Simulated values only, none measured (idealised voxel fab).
Process module under the name voxel quadruple lines
FYI the section here is cut, 255 nm wide, cells are 5 nm squares.
A cross-section is a grid of square cells, given in bands from the top down. A band is one or more rows of cells. Within each band entry, the heights of the top and of the bottom of the band appear first, in that order and in nm; the materials of the band then follow from left to right, each with its corresponding width in nm. The designation "edge to edge" on a single material indicates that it fills the band from edge to edge; the designation "empty" indicates empty space. Below 0: as-received wafer, all one material; heights counted from there. Lowest band: no bottom, goes on down, written "0 -> down". The two numbers in a width such as "30 to 40" mark its ends across the band: the first belongs to the top row of cells, the second to the bottom row, and from each row to the next the width moves by the same amount. What does "all unchanged" mean for a step? It means no cell of the cross-section changed in that step. Heads up: "Closed void roster" only lists the empty pockets with no open path to the top that are 8 cells or more, and it writes them as width x height at distance, distance from the left edge, in nm. Heads up: the bit after the settings on a step's line is the simulator's remark on that step. overlay nm: step with mask; distance mask lay right of planned place; negative value = left of planned place.

Listed below are the process steps as planned
step 1: RECEIVE: material Si
step 2: CONFORMAL_DEP: material Al2O3, thk nm 5
step 3: DIRECTIONAL_DEP: material W, thk nm 15
step 4: DIRECTIONAL_DEP: material polySi, thk nm 20
step 5: DIRECTIONAL_DEP: material aC, thk nm 20
step 6: PATTERN: tone cover, mask id MANDREL, material resist, width nm 15, pitch nm 60, thk nm 25, overlay nm 0
step 7: DIRECTIONAL_ETCH: etch materials aC, depth nm 20
step 8: STRIP: etch materials resist
step 9: CONFORMAL_DEP: material SiO2, thk nm 10
step 10: DIRECTIONAL_ETCH: etch materials SiO2, depth nm 10
step 11: STRIP: etch materials aC
step 12: DIRECTIONAL_ETCH: etch materials polySi, depth nm 20
step 13: STRIP: etch materials SiO2
step 14: CONFORMAL_DEP: material SiN, thk nm 5
step 15: DIRECTIONAL_ETCH: etch materials SiN, depth nm 5
step 16: STRIP: etch materials polySi
step 17: DIRECTIONAL_ETCH: etch materials W, depth nm 15
step 18: STRIP: etch materials SiN
step 19: FILL_DEP: material lowk, thk nm 5
step 20: CMP: height nm 20
Keep in mind the plan's value for the width nm of step 6 comes from the first wafer; the wafers don't share that setting, but they do share the same starting point.

First of several wafers (as received, post step 1), cross-sectional view
0 -> down = Si edge to edge
Closed void roster: none

Wafer rows, end of module: cells per material gained (+) or lost (-) since receipt; closed voids last
width nm 15; +51 Al2O3; +24 W; +129 lowk; Closed void roster: none
width nm 20; +51 Al2O3; +24 W; +129 lowk; Closed void roster: none
width nm 25; +51 Al2O3; +24 W; +129 lowk; Closed void roster: none
width nm 30; +51 Al2O3; +24 W; +129 lowk; Closed void roster: none
width nm 35; +51 Al2O3; +21 W; +132 lowk; Closed void roster: none
